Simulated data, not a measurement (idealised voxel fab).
Title: Process Module voxel self aligned contacts
Square cell edge 5 nm, section width 160 nm, ID cut.
Each cross-section below is a grid of square cells, stated as bands in top-down order, with one or more rows of cells making up each band. Top, bottom (nm), then materials left to right with widths (nm); lone material tagged "edge to edge" fills the whole band edge to edge; "air" = empty space. The level at which height equals 0 is the one under which the wafer, as it arrives, is entirely one material. No lower edge exists for the bottom band, which continues downward and is notated as in "0 nm and below". It should be noted that a width expressed as "30 to 40" varies in equal increments from row to row of cells within the band, taking the value of the first number at the top row and that of the second number at the bottom row. "all unchanged", as given for a step, is the statement that not any cell of the cross-section underwent a change during that step. "Enclosed internal cavities" specifies each empty space that is not open to the top and that occupies no fewer than 8 cells, using the form width x height at distance, the distance measured from the left edge and all three quantities in nm. Anything after a step's settings on that line? It's the simulator's own note about the step. overlay nm: mask right of planned place by this much (step with mask). Neg. = left.

Planned step list for the process
step 1: op RECEIVE | material Si
step 2: op OXIDIZE | depth nm 5
step 3: op DIRECTIONAL_DEP | material polySi | thk nm 25
step 4: op DIRECTIONAL_DEP | material SiN | thk nm 20
step 5: op PATTERN | tone cover | mask id GATE | material resist | width nm 35 | pitch nm 70 | thk nm 15 | overlay nm 0
step 6: op DIRECTIONAL_ETCH | etch materials SiN | depth nm 20
step 7: op DIRECTIONAL_ETCH | etch materials polySi | depth nm 25
step 8: op STRIP | etch materials resist
step 9: op CONFORMAL_DEP | material SiN | thk nm 5
step 10: op DIRECTIONAL_ETCH | etch materials SiN | depth nm 5
step 11: op FILL_DEP | material SiO2 | thk nm 15
step 12: op CMP | height nm 50
step 13: op PATTERN | tone open | mask id CONTACT | material resist | width nm 45 | thk nm 15 | overlay nm 0
step 14: op DIRECTIONAL_ETCH | etch materials SiO2 | depth nm 55
step 15: op STRIP | etch materials resist
step 16: op CONFORMAL_DEP | material TiN | thk nm 5
step 17: op FILL_DEP | material Ru | thk nm 10
step 18: op CMP | height nm 50
step 19: op CONFORMAL_DEP | material SiN | thk nm 5
It is noted that the wafers described herein are identical at the outset and are distinguished by the depth nm of step 2; the value stated in the plan corresponds to the first wafer.

Here's the first of the wafers in cross-section, just as we got it, i.e. after step 1
	0 nm and below  Si edge to edge
	Enclosed internal cavities: none

Wafer cross-section (first of several) - module end, post step 19 (last step)
	55 nm to 50 nm  SiN edge to edge
	50 nm to 45 nm  SiO2 (55) | TiN (15) | Ru (15) | TiN (15) | SiO2 (60)
	45 nm to 25 nm  SiO2 (20) | SiN (45) | TiN (5) | Ru (15) | TiN (5) | SiN (45) | SiO2 (25)
	25 nm to 0 nm  SiO2 (20) | SiN (5) | polySi (35) | SiN (5) | TiN (5) | Ru (15) | TiN (5) | SiN (5) | polySi (35) | SiN (5) | SiO2 (25)
	0 nm to -5 nm  SiO2 (65) | TiN (25) | SiO2 (70)
	-5 nm and below  Si edge to edge
	Enclosed internal cavities: none

Module end, final wafer: cross-section
	55 nm to 50 nm  SiN edge to edge
	50 nm to 45 nm  SiO2 (55) | TiN (15) | Ru (15) | TiN (15) | SiO2 (60)
	45 nm to 25 nm  SiO2 (20) | SiN (45) | TiN (5) | Ru (15) | TiN (5) | SiN (45) | SiO2 (25)
	25 nm to 0 nm  SiO2 (20) | SiN (5) | polySi (35) | SiN (5) | TiN (5) | Ru (15) | TiN (5) | SiN (5) | polySi (35) | SiN (5) | SiO2 (25)
	0 nm to -5 nm  SiO2 (65) | TiN (25) | SiO2 (70)
	-5 nm to -20 nm  SiO2 edge to edge
	-20 nm and below  Si edge to edge
	Enclosed internal cavities: none

each wafer at the end: cells of each material gained (+) or lost (-) since it was received, then its closed voids
depth nm 5; +30 Ru; -32 Si; +124 SiN; +131 SiO2; +29 TiN; +70 polySi; Enclosed internal cavities: none
depth nm 10; +30 Ru; -64 Si; +124 SiN; +163 SiO2; +29 TiN; +70 polySi; Enclosed internal cavities: none
depth nm 15; +30 Ru; -96 Si; +124 SiN; +195 SiO2; +29 TiN; +70 polySi; Enclosed internal cavities: none
depth nm 20; +30 Ru; -128 Si; +124 SiN; +227 SiO2; +29 TiN; +70 polySi; Enclosed internal cavities: none
